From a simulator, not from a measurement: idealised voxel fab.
process module | voxel trench capacitor
cross-section cut | 145 nm wide | cells 5 nm
A cross-section is a grid of square cells, given in bands from the top down. A band is one or more rows of cells.
Each band's line starts with the height of the band's top and of its bottom, in nm. Then come its materials from left to right, each with its width in nm. One material with "throughout" fills the band from edge to edge. "air" is empty space.
Height 0 is the level under which the wafer as received is all one material. The lowest band goes on downwards, as in "0 down".
A width such as "30 to 40" changes by the same amount from each row of cells to the next, from the band's top row to its bottom row.
"no change" after a step means that no cell of the cross-section changed.
closed voids: empty space of 8 cells or more with no open way to the top, each as width x height at its distance from the left edge, in nm
after a step's settings: what the simulator itself notes on the step
overlay nm, on a step with a mask: how far to the right of its planned place the mask lay; to the left if negative
plan
1 op RECEIVE | material Si
2 op CONFORMAL_DEP | material SiN | thk nm 10
3 op MASKED_ETCH | tone open | mask id TRENCH | width nm 30 | pitch nm 45 | etch materials SiN | depth nm 10 | overlay nm 0
4 op MASKED_ETCH | tone open | mask id TRENCH | width nm 30 | pitch nm 45 | etch materials Si | depth nm 25 | overlay nm 0
5 op CONFORMAL_DEP | material Al2O3 | thk nm 5
6 op CONFORMAL_DEP | material TiN | thk nm 5
7 op FILL_DEP | material W | thk nm 10
8 op CMP | height nm 10
as received, after step 1
  0 down: Si throughout
  closed voids: none
a wafer at the end: this start, this plan, one mistake
  10 to 0: SiN 40 | Al2O3 5 | TiN 10 | Al2O3 5 | SiN 25 | Al2O3 5 | TiN 10 | Al2O3 5 | SiN 40
  0 to -20: Si 40 | Al2O3 5 | TiN 10 | Al2O3 5 | Si 25 | Al2O3 5 | TiN 10 | Al2O3 5 | Si 40
  -20 to -25: Si 40 | Al2O3 20 | Si 25 | Al2O3 20 | Si 40
  -25 down: Si throughout
  closed voids: none
what went wrong: step 3 ran as: op MASKED_ETCH | tone open | mask id TRENCH | width nm 20 | pitch nm 45 | etch materials SiN | depth nm 10 | overlay nm 0
